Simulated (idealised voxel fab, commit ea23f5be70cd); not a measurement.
The name of this process module is voxel quadruple lines.
For reference, the cross-section in this document is cut, with width 265 nm and square cells of 5 nm.
When this document writes out a cross-section, it uses a grid of square cells and lists it as bands, beginning at the top and moving down, with a band standing for one or more rows of cells.
Band: top and bottom heights (nm) first, top before bottom; then materials from left to right, widths in nm. "edge to edge" marks a sole material filling the band edge to edge. "blank" denotes empty space.
Height datum 0, below which the as-received substrate wafer is one material. Lowest band open at the bottom, running downward: "0 nm and below".
Width "30 to 40": first value at the band's top row of cells, second value at its bottom row, equal change from row to row.
Reading "stayed the same" for a step: not a cell of the cross-section changed in it.
"Sealed-off cavities": sealed empty spaces, 8 cells or more, no open way to top, listed width x height at distance, with distance from the left edge and width, height and distance in nm.
Step line, after settings: the simulator's comment on this step.
The optional step-line setting "overlay nm" applies to steps with a mask and quantifies how far to the right of its planned location the mask lay, a negative value indicating leftward placement.
PLANNED PROCESS STEPS
1: RECEIVE (material Si)
2: CONFORMAL_DEP (material Al2O3; thk nm 5)
3: DIRECTIONAL_DEP (material Ru; thk nm 15)
4: DIRECTIONAL_DEP (material polySi; thk nm 20)
5: DIRECTIONAL_DEP (material aC; thk nm 20)
6: PATTERN (tone cover; mask id MANDREL; material resist; width nm 20; thk nm 25; overlay nm 0)
7: DIRECTIONAL_ETCH (etch materials aC; depth nm 20)
8: STRIP (etch materials resist)
9: CONFORMAL_DEP (material SiO2; thk nm 10)
10: DIRECTIONAL_ETCH (etch materials SiO2; depth nm 10)
11: STRIP (etch materials aC)
12: DIRECTIONAL_ETCH (etch materials polySi; depth nm 20)
13: STRIP (etch materials SiO2)
14: CONFORMAL_DEP (material SiN; thk nm 5)
15: DIRECTIONAL_ETCH (etch materials SiN; depth nm 5)
16: STRIP (etch materials polySi)
17: DIRECTIONAL_ETCH (etch materials Ru; depth nm 15)
18: STRIP (etch materials SiN)
CONCERNING THE FIRST OF TWO WAFERS, WHICH WAS RUN IN ACCORDANCE WITH THE PLAN
CROSS-SECTION OF THE WAFER AS IT CAME TO US, I.E., ALREADY THROUGH STEP 1
    0 nm and below: Si edge to edge
    Sealed-off cavities: none
STATE OF THE WAFER AFTER STEP 2, SHOWN IN CROSS-SECTION
    5 nm to 0 nm: Al2O3 edge to edge
    Beneath the level 0, the cross-section is identical to its previous state.
STATE OF THE WAFER AFTER STEP 3, SHOWN IN CROSS-SECTION
    20 nm to 5 nm: Ru edge to edge
    Beneath the level 5, the cross-section is identical to its previous state.
STATE OF THE WAFER AFTER STEP 4, SHOWN IN CROSS-SECTION
    40 nm to 20 nm: polySi edge to edge
    Beneath the level 20, the cross-section is identical to its previous state.
STATE OF THE WAFER AFTER STEP 5, SHOWN IN CROSS-SECTION
    60 nm to 40 nm: aC edge to edge
    Beneath the level 40, the cross-section is identical to its previous state.
STATE OF THE WAFER AFTER STEP 6, SHOWN IN CROSS-SECTION
    85 nm to 60 nm: blank 120 nm  resist 20 nm  blank 125 nm
    Beneath the level 60, the cross-section is identical to its previous state.
STATE OF THE WAFER AFTER STEP 7, SHOWN IN CROSS-SECTION
    65 nm to 60 nm: blank 120 nm  resist 20 nm  blank 125 nm
    60 nm to 40 nm: blank 120 nm  aC 20 nm  blank 125 nm
    Beneath the level 40, the cross-section is identical to its previous state.
STATE OF THE WAFER AFTER STEP 8, SHOWN IN CROSS-SECTION
    60 nm to 40 nm: blank 120 nm  aC 20 nm  blank 125 nm
    Beneath the level 40, the cross-section is identical to its previous state.
STATE OF THE WAFER AFTER STEP 9, SHOWN IN CROSS-SECTION
    70 nm to 60 nm: blank 110 nm  SiO2 40 nm  blank 115 nm
    60 nm to 50 nm: blank 110 nm  SiO2 10 nm  aC 20 nm  SiO2 10 nm  blank 115 nm
    50 nm to 40 nm: SiO2 120 nm  aC 20 nm  SiO2 125 nm
    Beneath the level 40, the cross-section is identical to its previous state.
STATE OF THE WAFER AFTER STEP 10, SHOWN IN CROSS-SECTION
    60 nm to 40 nm: blank 110 nm  SiO2 10 nm  aC 20 nm  SiO2 10 nm  blank 115 nm
    Beneath the level 40, the cross-section is identical to its previous state.
STATE OF THE WAFER AFTER STEP 11, SHOWN IN CROSS-SECTION
    60 nm to 40 nm: blank 110 nm  SiO2 10 nm  blank 20 nm  SiO2 10 nm  blank 115 nm
    Beneath the level 40, the cross-section is identical to its previous state.
STATE OF THE WAFER AFTER STEP 12, SHOWN IN CROSS-SECTION
    60 nm to 40 nm: blank 110 nm  SiO2 10 nm  blank 20 nm  SiO2 10 nm  blank 115 nm
    40 nm to 20 nm: blank 110 nm  polySi 10 nm  blank 20 nm  polySi 10 nm  blank 115 nm
    Beneath the level 20, the cross-section is identical to its previous state.
STATE OF THE WAFER AFTER STEP 13, SHOWN IN CROSS-SECTION
    40 nm to 20 nm: blank 110 nm  polySi 10 nm  blank 20 nm  polySi 10 nm  blank 115 nm
    Beneath the level 20, the cross-section is identical to its previous state.
STATE OF THE WAFER AFTER STEP 14, SHOWN IN CROSS-SECTION
    45 nm to 40 nm: blank 105 nm  SiN 20 nm  blank 10 nm  SiN 20 nm  blank 110 nm
    40 nm to 25 nm: blank 105 nm  SiN 5 nm  polySi 10 nm  SiN 5 nm  blank 10 nm  SiN 5 nm  polySi 10 nm  SiN 5 nm  blank 110 nm
    25 nm to 20 nm: SiN 110 nm  polySi 10 nm  SiN 20 nm  polySi 10 nm  SiN 115 nm
    Beneath the level 20, the cross-section is identical to its previous state.
STATE OF THE WAFER AFTER STEP 15, SHOWN IN CROSS-SECTION
    40 nm to 20 nm: blank 105 nm  SiN 5 nm  polySi 10 nm  SiN 5 nm  blank 10 nm  SiN 5 nm  polySi 10 nm  SiN 5 nm  blank 110 nm
    Beneath the level 20, the cross-section is identical to its previous state.
STATE OF THE WAFER AFTER STEP 16, SHOWN IN CROSS-SECTION
    40 nm to 20 nm: blank 105 nm  SiN 5 nm  blank 10 nm  SiN 5 nm  blank 10 nm  SiN 5 nm  blank 10 nm  SiN 5 nm  blank 110 nm
    Beneath the level 20, the cross-section is identical to its previous state.
STATE OF THE WAFER AFTER STEP 17, SHOWN IN CROSS-SECTION
    40 nm to 20 nm: blank 105 nm  SiN 5 nm  blank 10 nm  SiN 5 nm  blank 10 nm  SiN 5 nm  blank 10 nm  SiN 5 nm  blank 110 nm
    20 nm to 5 nm: blank 105 nm  Ru 5 nm  blank 10 nm  Ru 5 nm  blank 10 nm  Ru 5 nm  blank 10 nm  Ru 5 nm  blank 110 nm
    Beneath the level 5, the cross-section is identical to its previous state.
STATE OF THE WAFER AFTER STEP 18, SHOWN IN CROSS-SECTION
    20 nm to 5 nm: blank 105 nm  Ru 5 nm  blank 10 nm  Ru 5 nm  blank 10 nm  Ru 5 nm  blank 10 nm  Ru 5 nm  blank 110 nm
    Beneath the level 5, the cross-section is identical to its previous state.
SECOND OF TWO: SAME START, SAME PLAN, ONE RUN ERROR; STEPS UP TO AND INCLUDING 5 MATCH THE FIRST
CROSS-SECTIONAL REPRESENTATION OF THE SECOND WAFER AT THE TIME DESIGNATED IN THE PLAN FOR THE COMPLETION OF STEP 6
    85 nm to 60 nm: resist 120 nm  blank 20 nm  resist 125 nm
    Beneath the level 60, the cross-section is identical to its previous state.
CROSS-SECTIONAL REPRESENTATION OF THE SECOND WAFER AT THE TIME DESIGNATED IN THE PLAN FOR THE COMPLETION OF STEP 7
    65 nm to 60 nm: resist 120 nm  blank 20 nm  resist 125 nm
    60 nm to 40 nm: aC 120 nm  blank 20 nm  aC 125 nm
    Beneath the level 40, the cross-section is identical to its previous state.
CROSS-SECTIONAL REPRESENTATION OF THE SECOND WAFER AT THE TIME DESIGNATED IN THE PLAN FOR THE COMPLETION OF STEP 8
    60 nm to 40 nm: aC 120 nm  blank 20 nm  aC 125 nm
    Beneath the level 40, the cross-section is identical to its previous state.
CROSS-SECTIONAL REPRESENTATION OF THE SECOND WAFER AT THE TIME DESIGNATED IN THE PLAN FOR THE COMPLETION OF STEP 9
    70 nm to 60 nm: SiO2 edge to edge
    60 nm to 40 nm: aC 120 nm  SiO2 20 nm  aC 125 nm
    Beneath the level 40, the cross-section is identical to its previous state.
CROSS-SECTIONAL REPRESENTATION OF THE SECOND WAFER AT THE TIME DESIGNATED IN THE PLAN FOR THE COMPLETION OF STEP 10
    60 nm to 40 nm: aC 120 nm  SiO2 20 nm  aC 125 nm
    Beneath the level 40, the cross-section is identical to its previous state.
CROSS-SECTIONAL REPRESENTATION OF THE SECOND WAFER AT THE TIME DESIGNATED IN THE PLAN FOR THE COMPLETION OF STEP 11
    60 nm to 40 nm: blank 120 nm  SiO2 20 nm  blank 125 nm
    Beneath the level 40, the cross-section is identical to its previous state.
CROSS-SECTIONAL REPRESENTATION OF THE SECOND WAFER AT THE TIME DESIGNATED IN THE PLAN FOR THE COMPLETION OF STEP 12
    60 nm to 40 nm: blank 120 nm  SiO2 20 nm  blank 125 nm
    40 nm to 20 nm: blank 120 nm  polySi 20 nm  blank 125 nm
    Beneath the level 20, the cross-section is identical to its previous state.
CROSS-SECTIONAL REPRESENTATION OF THE SECOND WAFER AT THE TIME DESIGNATED IN THE PLAN FOR THE COMPLETION OF STEP 13
    40 nm to 20 nm: blank 120 nm  polySi 20 nm  blank 125 nm
    Beneath the level 20, the cross-section is identical to its previous state.
CROSS-SECTIONAL REPRESENTATION OF THE SECOND WAFER AT THE TIME DESIGNATED IN THE PLAN FOR THE COMPLETION OF STEP 14
    45 nm to 40 nm: blank 115 nm  SiN 30 nm  blank 120 nm
    40 nm to 25 nm: blank 115 nm  SiN 5 nm  polySi 20 nm  SiN 5 nm  blank 120 nm
    25 nm to 20 nm: SiN 120 nm  polySi 20 nm  SiN 125 nm
    Beneath the level 20, the cross-section is identical to its previous state.
CROSS-SECTIONAL REPRESENTATION OF THE SECOND WAFER AT THE TIME DESIGNATED IN THE PLAN FOR THE COMPLETION OF STEP 15
    40 nm to 20 nm: blank 115 nm  SiN 5 nm  polySi 20 nm  SiN 5 nm  blank 120 nm
    Beneath the level 20, the cross-section is identical to its previous state.
CROSS-SECTIONAL REPRESENTATION OF THE SECOND WAFER AT THE TIME DESIGNATED IN THE PLAN FOR THE COMPLETION OF STEP 16
    40 nm to 20 nm: blank 115 nm  SiN 5 nm  blank 20 nm  SiN 5 nm  blank 120 nm
    Beneath the level 20, the cross-section is identical to its previous state.
CROSS-SECTIONAL REPRESENTATION OF THE SECOND WAFER AT THE TIME DESIGNATED IN THE PLAN FOR THE COMPLETION OF STEP 17
    40 nm to 20 nm: blank 115 nm  SiN 5 nm  blank 20 nm  SiN 5 nm  blank 120 nm
    20 nm to 5 nm: blank 115 nm  Ru 5 nm  blank 20 nm  Ru 5 nm  blank 120 nm
    Beneath the level 5, the cross-section is identical to its previous state.
CROSS-SECTIONAL REPRESENTATION OF THE SECOND WAFER AT THE TIME DESIGNATED IN THE PLAN FOR THE COMPLETION OF STEP 18
    20 nm to 5 nm: blank 115 nm  Ru 5 nm  blank 20 nm  Ru 5 nm  blank 120 nm
    Beneath the level 5, the cross-section is identical to its previous state.
Which mistake was made when the wafer was run? off-plan run, step 6, actual operation and settings PATTERN (tone open; mask id MANDREL; material resist; width nm 20; thk nm 25; overlay nm 0)
Final cells, second wafer relative to first, materials higher or lower: -6 Ru
